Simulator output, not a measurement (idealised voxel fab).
Process module under the name voxel ribs on slabs
We display cut, a cross-section 175 nm in width whose square cells are each 5 nm.
This document writes a cross-section as a grid whose cells are square, and gives it as bands, listed from the top down; one or more rows of cells form a band. Within each band entry, the heights of the top and of the bottom of the band appear first, in that order and in nm; the materials of the band then follow from left to right, each with its corresponding width in nm. The designation "everywhere" on a single material indicates that it fills the band from edge to edge; the designation "air" indicates empty space. Ref level 0: as-received wafer is one material below here. Bottom band extends down with no lower bound ("0 nm and below"). Per-row width for "30..40": begins at first number (top row of band), ends at second number (bottom row), increment between rows held constant. Any step labelled "remained unchanged" changed none of the cells in the cross-section. Each empty space that has no open way to the top and spans at least 8 cells appears under "Cavities, closed" as width x height at distance, the distance counted from the left edge, all in nm. Where a step's line continues beyond its settings, the continuation is a remark by the simulator itself on that step. "overlay nm" on a masked step: distance the mask lay right of its planned place, negative for left.
Intended process steps
1,RECEIVE,material Si
2,DIRECTIONAL_DEP,material SiO2,thk nm 20
3,DIRECTIONAL_DEP,material SiN,thk nm 15
4,MASKED_ETCH,tone cover,mask id RIB,width nm 25,etch materials SiN,depth nm 5,overlay nm 0
5,MASKED_ETCH,tone cover,mask id SLAB,width nm 55,etch materials SiN,depth nm 10,overlay nm 0
6,FILL_DEP,material SiO2,thk nm 15
7,CMP,height nm 45
8,DIRECTIONAL_DEP,material W,thk nm 10
9,PATTERN,tone cover,mask id HEATER,material resist,width nm 35,thk nm 15,overlay nm 0
10,DIRECTIONAL_ETCH,etch materials W,depth nm 10
11,STRIP,etch materials resist
12,CONFORMAL_DEP,material SiN,thk nm 10
What follows covers the first of two wafers; it ran as planned
Cross-sectional view of the wafer in its as-received condition, corresponding to the state after step 1
	0 nm and below  Si everywhere
	Cavities, closed: none
You're looking at a cross-section of the wafer after step 2
	20 nm to 0 nm  SiO2 everywhere
	Nothing below the height 0 has changed.
You're looking at a cross-section of the wafer after step 3
	35 nm to 20 nm  SiN everywhere
	Nothing below the height 20 has changed.
You're looking at a cross-section of the wafer after step 4
	35 nm to 30 nm  75 nm air  25 nm SiN  75 nm air
	Nothing below the height 30 has changed.
You're looking at a cross-section of the wafer after step 5
	35 nm to 30 nm  75 nm air  25 nm SiN  75 nm air
	30 nm to 20 nm  60 nm air  55 nm SiN  60 nm air
	Nothing below the height 20 has changed.
You're looking at a cross-section of the wafer after step 6
	50 nm to 35 nm  SiO2 everywhere
	35 nm to 30 nm  75 nm SiO2  25 nm SiN  75 nm SiO2
	30 nm to 20 nm  60 nm SiO2  55 nm SiN  60 nm SiO2
	Nothing below the height 20 has changed.
You're looking at a cross-section of the wafer after step 7
	45 nm to 35 nm  SiO2 everywhere
	Nothing below the height 35 has changed.
You're looking at a cross-section of the wafer after step 8
	55 nm to 45 nm  W everywhere
	Nothing below the height 45 has changed.
You're looking at a cross-section of the wafer after step 9
	70 nm to 55 nm  70 nm air  35 nm resist  70 nm air
	Nothing below the height 55 has changed.
You're looking at a cross-section of the wafer after step 10
	70 nm to 55 nm  70 nm air  35 nm resist  70 nm air
	55 nm to 45 nm  70 nm air  35 nm W  70 nm air
	Nothing below the height 45 has changed.
You're looking at a cross-section of the wafer after step 11
	55 nm to 45 nm  70 nm air  35 nm W  70 nm air
	Nothing below the height 45 has changed.
You're looking at a cross-section of the wafer after step 12
	65 nm to 55 nm  60 nm air  55 nm SiN  60 nm air
	55 nm to 45 nm  70 nm SiN  35 nm W  70 nm SiN
	Nothing below the height 45 has changed.
Here the second wafer is described. Its start and its plan were those of the first wafer. Its run contained one mistake. Up to and including step 4, it did exactly what the first wafer did
Second wafer, section view, time point: scheduled end of step 5
	35 nm to 25 nm  75..60 nm air  25..55 nm SiN  75..60 nm air
	Nothing below the height 25 has changed.
Second wafer, section view, time point: scheduled end of step 6
	50 nm to 35 nm  SiO2 everywhere
	35 nm to 25 nm  75..60 nm SiO2  25..55 nm SiN  75..60 nm SiO2
	Nothing below the height 25 has changed.
Second wafer, section view, time point: scheduled end of step 7
	45 nm to 35 nm  SiO2 everywhere
	Nothing below the height 35 has changed.
Second wafer, section view, time point: scheduled end of step 8
	55 nm to 45 nm  W everywhere
	Nothing below the height 45 has changed.
Second wafer, section view, time point: scheduled end of step 9
	70 nm to 55 nm  70 nm air  35 nm resist  70 nm air
	Nothing below the height 55 has changed.
Second wafer, section view, time point: scheduled end of step 10
	70 nm to 55 nm  70 nm air  35 nm resist  70 nm air
	55 nm to 45 nm  70 nm air  35 nm W  70 nm air
	Nothing below the height 45 has changed.
Second wafer, section view, time point: scheduled end of step 11
	55 nm to 45 nm  70 nm air  35 nm W  70 nm air
	Nothing below the height 45 has changed.
Second wafer, section view, time point: scheduled end of step 12
	65 nm to 55 nm  60 nm air  55 nm SiN  60 nm air
	55 nm to 45 nm  70 nm SiN  35 nm W  70 nm SiN
	Nothing below the height 45 has changed.
Finding, execution versus plan: note that step 5 departed from the planned setting and was carried out as MASKED_ETCH,tone cover,mask id SLAB,width nm 55,etch materials SiN,depth nm 5,overlay nm 0
Final cells, second wafer relative to first, materials higher or lower: +24 SiN, -24 SiO2
